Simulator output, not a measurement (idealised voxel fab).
process module | voxel gate over fins
cross-section cut | 290 nm wide | cells 5 nm
A cross-section is a grid of square cells, given in bands from the top down. A band is one or more rows of cells.
Each band's line starts with the height of the band's top and of its bottom, in nm. Then come its materials from left to right, each with its width in nm. One material with "throughout" fills the band from edge to edge. "air" is empty space.
Height 0 is the level under which the wafer as received is all one material. The lowest band goes on downwards, as in "0 down".
A width such as "30 to 40" changes by the same amount from each row of cells to the next, from the band's top row to its bottom row.
"no change" after a step means that no cell of the cross-section changed.
closed voids: empty space of 8 cells or more with no open way to the top, each as width x height at its distance from the left edge, in nm
after a step's settings: what the simulator itself notes on the step
overlay nm, on a step with a mask: how far to the right of its planned place the mask lay; to the left if negative
plan
1 op RECEIVE | material Si
2 op CONFORMAL_DEP | material SiN | thk nm 5
3 op PATTERN | tone cover | mask id FINS | material resist | width nm 15 | pitch nm 45 | thk nm 15 | overlay nm 0
4 op DIRECTIONAL_ETCH | etch materials SiN | depth nm 5
5 op DIRECTIONAL_ETCH | etch materials Si | depth nm 30
6 op STRIP | etch materials resist
7 op OXIDIZE | depth nm 5
8 op FILL_DEP | material SiO2 | thk nm 5
9 op CMP | height nm 5
10 op SELECTIVE_ETCH | etch materials SiO2 | depth nm 15
11 op STRIP | etch materials SiN
12 op CONFORMAL_DEP | material HfO2 | thk nm 5
13 op CONFORMAL_DEP | material TiN | thk nm 5
14 op FILL_DEP | material W | thk nm 15
15 op CMP | height nm 20
16 op CONFORMAL_DEP | material SiCN | thk nm 10
as received, after step 1
  0 down: Si throughout
  closed voids: none
first wafer at the end, as planned
  30 to 20: SiCN throughout
  20 to 10: W throughout
  10 to 5: W 85 | TiN 25 | W 20 | TiN 25 | W 20 | TiN 25 | W 90
  5 to 0: W 85 | TiN 5 | HfO2 15 | TiN 5 | W 20 | TiN 5 | HfO2 15 | TiN 5 | W 20 | TiN 5 | HfO2 15 | TiN 5 | W 90
  0 to -5: TiN 90 | HfO2 5 | Si 5 | HfO2 5 | TiN 30 | HfO2 5 | Si 5 | HfO2 5 | TiN 30 | HfO2 5 | Si 5 | HfO2 5 | TiN 95
  -5 to -10: HfO2 95 | Si 5 | HfO2 40 | Si 5 | HfO2 40 | Si 5 | HfO2 100
  -10 to -35: SiO2 95 | Si 5 | SiO2 40 | Si 5 | SiO2 40 | Si 5 | SiO2 100
  -35 down: Si throughout
  closed voids: none
second wafer at the end: like start, like plan, one mistake
  30 to 20: SiCN throughout
  20 to 10: W throughout
  10 to 5: W 75 | TiN 25 | W 20 | TiN 25 | W 20 | TiN 25 | W 100
  5 to 0: W 75 | TiN 5 | HfO2 15 | TiN 5 | W 20 | TiN 5 | HfO2 15 | TiN 5 | W 20 | TiN 5 | HfO2 15 | TiN 5 | W 100
  0 to -5: TiN 80 | HfO2 5 | Si 5 | HfO2 5 | TiN 30 | HfO2 5 | Si 5 | HfO2 5 | TiN 30 | HfO2 5 | Si 5 | HfO2 5 | TiN 105
  -5 to -10: HfO2 85 | Si 5 | HfO2 40 | Si 5 | HfO2 40 | Si 5 | HfO2 110
  -10 to -35: SiO2 85 | Si 5 | SiO2 40 | Si 5 | SiO2 40 | Si 5 | SiO2 110
  -35 down: Si throughout
  closed voids: none
what went wrong: step 3 ran as: op PATTERN | tone cover | mask id FINS | material resist | width nm 15 | pitch nm 45 | thk nm 15 | overlay nm -10
at the end the second wafer has, in cells: as many of each material as the first, in other places
